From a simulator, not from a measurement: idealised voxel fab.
process module | voxel gate over fins
cross-section cut | 275 nm wide | cells 5 nm
A cross-section is a grid of square cells, given in bands from the top down. A band is one or more rows of cells.
Each band's line starts with the height of the band's top and of its bottom, in nm. Then come its materials from left to right, each with its width in nm. One material with "throughout" fills the band from edge to edge. "air" is empty space.
Height 0 is the level under which the wafer as received is all one material. The lowest band goes on downwards, as in "0 down".
A width such as "30 to 40" changes by the same amount from each row of cells to the next, from the band's top row to its bottom row.
"no change" after a step means that no cell of the cross-section changed.
closed voids: empty space of 8 cells or more with no open way to the top, each as width x height at its distance from the left edge, in nm
after a step's settings: what the simulator itself notes on the step
overlay nm, on a step with a mask: how far to the right of its planned place the mask lay; to the left if negative
plan
1 op RECEIVE | material Si
2 op CONFORMAL_DEP | material SiN | thk nm 10
3 op MASKED_ETCH | tone cover | mask id FINS | width nm 15 | pitch nm 55 | etch materials SiN | depth nm 10 | overlay nm 0
4 op MASKED_ETCH | tone cover | mask id FINS | width nm 15 | pitch nm 55 | etch materials Si | depth nm 35 | overlay nm 0
5 op FILL_DEP | material SiO2 | thk nm 10
6 op CMP | height nm 10
7 op PATTERN | tone open | mask id RAIL | material resist | width nm 15 | thk nm 15 | overlay nm 0
8 op DIRECTIONAL_ETCH | etch materials SiO2 | depth nm 40
9 op STRIP | etch materials resist
10 op CONFORMAL_DEP | material TiN | thk nm 5
11 op FILL_DEP | material W | thk nm 10
12 op CMP | height nm 10
13 op SELECTIVE_ETCH | etch materials W Ru TiN | depth nm 30
14 op FILL_DEP | material SiO2 | thk nm 5
15 op CMP | height nm 10
16 op SELECTIVE_ETCH | etch materials SiO2 | depth nm 25
17 op STRIP | etch materials SiN
18 op CONFORMAL_DEP | material HfO2 | thk nm 5
19 op CONFORMAL_DEP | material TiN | thk nm 5
20 op CONFORMAL_DEP | material TiAl | thk nm 5
21 op CONFORMAL_DEP | material TiN | thk nm 5
22 op FILL_DEP | material W | thk nm 10
23 op CMP | height nm 25
24 op CONFORMAL_DEP | material SiN | thk nm 10
as received, after step 1
  0 down: Si throughout
  closed voids: none
first wafer at the end, as planned
  35 to 25: SiN throughout
  25 to 20: W throughout
  20 to 15: W 80 | TiN 110 | W 85
  15 to 10: W 80 | TiN 5 | TiAl 45 | TiN 10 | TiAl 45 | TiN 5 | W 85
  10 to 5: W 80 | TiN 5 | TiAl 5 | TiN 35 | TiAl 5 | TiN 10 | TiAl 5 | TiN 35 | TiAl 5 | TiN 5 | W 85
  5 to 0: TiN 85 | TiAl 5 | TiN 5 | HfO2 25 | TiN 5 | TiAl 5 | TiN 10 | TiAl 5 | TiN 5 | HfO2 25 | TiN 5 | TiAl 5 | TiN 90
  0 to -5: TiAl 90 | TiN 5 | HfO2 5 | Si 15 | HfO2 5 | TiN 5 | TiAl 20 | TiN 5 | HfO2 5 | Si 15 | HfO2 5 | TiN 5 | TiAl 95
  -5 to -10: TiN 95 | HfO2 5 | Si 15 | HfO2 5 | TiN 30 | HfO2 5 | Si 15 | HfO2 5 | TiN 100
  -10 to -15: HfO2 100 | Si 15 | HfO2 40 | Si 15 | HfO2 105
  -15 to -20: SiO2 100 | Si 15 | SiO2 40 | Si 15 | SiO2 105
  -20 to -25: SiO2 100 | Si 15 | SiO2 10 | TiN 5 | W 5 | TiN 5 | SiO2 15 | Si 15 | SiO2 105
  -25 to -30: SiO2 100 | Si 15 | SiO2 10 | TiN 15 | SiO2 15 | Si 15 | SiO2 105
  -30 to -35: SiO2 100 | Si 15 | SiO2 40 | Si 15 | SiO2 105
  -35 down: Si throughout
  closed voids: none
second wafer at the end: like start, like plan, one mistake
  35 to 25: SiN throughout
  25 to 20: W throughout
  20 to 15: W 80 | TiN 110 | W 85
  15 to 10: W 80 | TiN 5 | TiAl 45 | TiN 10 | TiAl 45 | TiN 5 | W 85
  10 to 5: W 80 | TiN 5 | TiAl 5 | TiN 35 | TiAl 5 | TiN 10 | TiAl 5 | TiN 35 | TiAl 5 | TiN 5 | W 85
  5 to 0: TiN 85 | TiAl 5 | TiN 5 | HfO2 25 | TiN 5 | TiAl 5 | TiN 10 | TiAl 5 | TiN 5 | HfO2 25 | TiN 5 | TiAl 5 | TiN 90
  0 to -5: TiAl 90 | TiN 5 | HfO2 5 | Si 15 | HfO2 5 | TiN 5 | TiAl 5 | TiN 10 | TiAl 5 | TiN 5 | HfO2 5 | Si 15 | HfO2 5 | TiN 5 | TiAl 95
  -5 to -10: TiN 85 | TiAl 5 | TiN 5 | HfO2 5 | Si 15 | HfO2 5 | TiN 5 | TiAl 20 | TiN 5 | HfO2 5 | Si 15 | HfO2 5 | TiN 5 | TiAl 5 | TiN 90
  -10 to -15: HfO2 80 | TiN 5 | TiAl 5 | TiN 5 | HfO2 5 | Si 15 | HfO2 5 | TiN 30 | HfO2 5 | Si 15 | HfO2 5 | TiN 5 | TiAl 5 | TiN 5 | HfO2 85
  -15 to -20: SiO2 75 | HfO2 5 | TiN 15 | HfO2 5 | Si 15 | HfO2 30 | TiN 5 | HfO2 5 | Si 15 | HfO2 5 | TiN 15 | HfO2 5 | SiO2 80
  -20 to -25: SiO2 75 | HfO2 25 | Si 15 | HfO2 10 | TiN 5 | W 5 | TiN 5 | HfO2 15 | Si 15 | HfO2 25 | SiO2 80
  -25 to -30: SiO2 100 | Si 15 | SiO2 10 | TiN 15 | SiO2 15 | Si 15 | SiO2 105
  -30 to -35: SiO2 100 | Si 15 | SiO2 40 | Si 15 | SiO2 105
  -35 down: Si throughout
  closed voids: none
what went wrong: steps 16 and 17 were swapped
at the end the second wafer has, in cells: 14 more of HfO2 | 33 fewer of SiO2 | 6 more of TiAl | 13 more of TiN
